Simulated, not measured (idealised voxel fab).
process module | voxel transistor to metal
cross-section cut | 260 nm wide | cells 5 nm
A cross-section is a grid of square cells, given in bands from the top down. A band is one or more rows of cells.
Each band's line starts with the height of the band's top and of its bottom, in nm. Then come its materials from left to right, each with its width in nm. One material with "throughout" fills the band from edge to edge. "air" is empty space.
Height 0 is the level under which the wafer as received is all one material. The lowest band goes on downwards, as in "0 down".
A width such as "30 to 40" changes by the same amount from each row of cells to the next, from the band's top row to its bottom row.
"no change" after a step means that no cell of the cross-section changed.
closed voids: empty space of 8 cells or more with no open way to the top, each as width x height at its distance from the left edge, in nm
after a step's settings: what the simulator itself notes on the step
overlay nm, on a step with a mask: how far to the right of its planned place the mask lay; to the left if negative
plan
1 op RECEIVE | material Si
2 op CONFORMAL_DEP | material SiO2 | thk nm 5
3 op CONFORMAL_DEP | material SiN | thk nm 15
4 op PATTERN | tone cover | mask id ACTIVE | material resist | width nm 90 | pitch nm 120 | thk nm 20 | overlay nm 0
5 op DIRECTIONAL_ETCH | etch materials SiN | depth nm 15
6 op DIRECTIONAL_ETCH | etch materials SiO2 | depth nm 5
7 op DIRECTIONAL_ETCH | etch materials Si | depth nm 30
8 op STRIP | etch materials resist
9 op FILL_DEP | material SiO2 | thk nm 5
10 op CMP | height nm 20
11 op SELECTIVE_ETCH | etch materials SiO2 | depth nm 15
12 op STRIP | etch materials SiN
13 op SELECTIVE_ETCH | etch materials SiO2 | depth nm 5
14 op OXIDIZE | depth nm 5
15 op DIRECTIONAL_DEP | material polySi | thk nm 25
16 op DIRECTIONAL_DEP | material SiCN | thk nm 10
17 op MASKED_ETCH | tone cover | mask id GATE | width nm 20 | pitch nm 120 | etch materials SiCN | depth nm 20 | overlay nm 0
18 op MASKED_ETCH | tone cover | mask id GATE | width nm 20 | pitch nm 120 | etch materials polySi | depth nm 35 | overlay nm 0
19 op CONFORMAL_DEP | material SiN | thk nm 5
20 op DIRECTIONAL_ETCH | etch materials SiN | depth nm 5
21 op DIRECTIONAL_ETCH | etch materials SiO2 | depth nm 5
22 op EPI | material SiGe | thk nm 5
23 op FILL_DEP | material SiO2 | thk nm 5
24 op CMP | height nm 35
25 op DIRECTIONAL_DEP | material SiO2 | thk nm 10
26 op DIRECTIONAL_DEP | material aC | thk nm 15
27 op PATTERN | tone open | mask id CONTACT | material resist | width nm 25 | thk nm 30 | overlay nm 0
28 op DIRECTIONAL_ETCH | etch materials aC | depth nm 15
29 op STRIP | etch materials resist
30 op DIRECTIONAL_ETCH | etch materials SiO2 | depth nm 45
31 op STRIP | etch materials aC
32 op CONFORMAL_DEP | material TiN | thk nm 5
33 op FILL_DEP | material W | thk nm 10
34 op CMP | height nm 45
35 op CONFORMAL_DEP | material SiN | thk nm 5
36 op DIRECTIONAL_DEP | material SiO2 | thk nm 25
37 op DIRECTIONAL_DEP | material aC | thk nm 15
38 op PATTERN | tone open | mask id METAL_1 | material resist | width nm 15 | thk nm 35 | overlay nm 0
39 op DIRECTIONAL_ETCH | etch materials aC | depth nm 15
40 op STRIP | etch materials resist
41 op DIRECTIONAL_ETCH | etch materials SiO2 | depth nm 25
42 op DIRECTIONAL_ETCH | etch materials SiN | depth nm 5
43 op STRIP | etch materials aC
44 op CONFORMAL_DEP | material TiN | thk nm 5
45 op FILL_DEP | material Cu | thk nm 5
46 op CMP | height nm 75
47 op EPI | material Ru | thk nm 5
48 op FILL_DEP | material SiCN | thk nm 5
49 op DIRECTIONAL_DEP | material lowk | thk nm 25
50 op PATTERN | tone open | mask id METAL_2 | material resist | width nm 15 | pitch nm 120 | thk nm 15 | overlay nm 0
51 op DIRECTIONAL_ETCH | etch materials lowk | depth nm 15
52 op STRIP | etch materials resist
53 op DIRECTIONAL_DEP | material aC | thk nm 10
54 op PATTERN | tone open | mask id METAL_2_HOLES | material resist | width nm 15 | pitch nm 120 | thk nm 30 | overlay nm 0
55 op DIRECTIONAL_ETCH | etch materials aC | depth nm 10
56 op STRIP | etch materials resist
57 op DIRECTIONAL_ETCH | etch materials lowk | depth nm 10
58 op DIRECTIONAL_ETCH | etch materials SiCN | depth nm 5
59 op STRIP | etch materials aC
60 op CONFORMAL_DEP | material TiN | thk nm 5
61 op FILL_DEP | material Cu | thk nm 5
62 op CMP | height nm 110
63 op CONFORMAL_DEP | material SiN | thk nm 5
as received, after step 1
  0 down: Si throughout
  closed voids: none
a wafer at the end: this start, this plan, one mistake
  115 to 110: SiN throughout
  110 to 85: lowk 30 | TiN 5 | Cu 5 | TiN 5 | lowk 105 | TiN 5 | Cu 5 | TiN 5 | lowk 95
  85 to 80: SiCN 30 | TiN 15 | SiCN 105 | TiN 15 | SiCN 95
  80 to 75: SiCN 25 | Ru 25 | SiCN 40 | Ru 25 | SiCN 30 | Ru 25 | SiCN 40 | Ru 25 | SiCN 25
  75 to 50: SiO2 30 | TiN 5 | Cu 5 | TiN 5 | SiO2 50 | TiN 5 | Cu 5 | TiN 5 | SiO2 40 | TiN 5 | Cu 5 | TiN 5 | SiO2 50 | TiN 5 | Cu 5 | TiN 5 | SiO2 30
  50 to 45: SiN 30 | TiN 15 | SiN 50 | TiN 15 | SiN 40 | TiN 15 | SiN 50 | TiN 15 | SiN 30
  45 to 35: SiO2 30 | TiN 5 | W 15 | TiN 5 | SiO2 30 | TiN 5 | W 15 | TiN 5 | SiO2 40 | TiN 5 | W 15 | TiN 5 | SiO2 30 | TiN 5 | W 15 | TiN 5 | SiO2 30
  35 to 25: SiO2 30 | TiN 5 | W 15 | TiN 5 | SiN 5 | SiCN 20 | SiN 5 | TiN 5 | W 15 | TiN 5 | SiO2 40 | TiN 5 | W 15 | TiN 5 | SiN 5 | SiCN 20 | SiN 5 | TiN 5 | W 15 | TiN 5 | SiO2 30
  25 to 5: SiO2 30 | TiN 5 | W 15 | TiN 5 | SiN 5 | polySi 20 | SiN 5 | TiN 5 | W 15 | TiN 5 | SiO2 40 | TiN 5 | W 15 | TiN 5 | SiN 5 | polySi 20 | SiN 5 | TiN 5 | W 15 | TiN 5 | SiO2 30
  5 to 0: SiO2 30 | TiN 25 | SiN 5 | polySi 20 | SiN 5 | TiN 25 | SiO2 40 | TiN 25 | SiN 5 | polySi 20 | SiN 5 | TiN 25 | SiO2 30
  0 to -5: SiO2 20 | SiN 5 | SiGe 30 | SiO2 30 | SiGe 30 | SiN 5 | SiO2 20 | SiN 5 | SiGe 30 | SiO2 30 | SiGe 30 | SiN 5 | SiO2 20
  -5 to -15: SiO2 20 | SiN 5 | SiO2 5 | Si 80 | SiO2 5 | SiN 5 | SiO2 20 | SiN 5 | SiO2 5 | Si 80 | SiO2 5 | SiN 5 | SiO2 20
  -15 to -20: SiO2 30 | Si 80 | SiO2 40 | Si 80 | SiO2 30
  -20 to -30: SiO2 25 | Si 90 | SiO2 30 | Si 90 | SiO2 25
  -30 down: Si throughout
  closed voids: none
what went wrong: step 11 was run twice
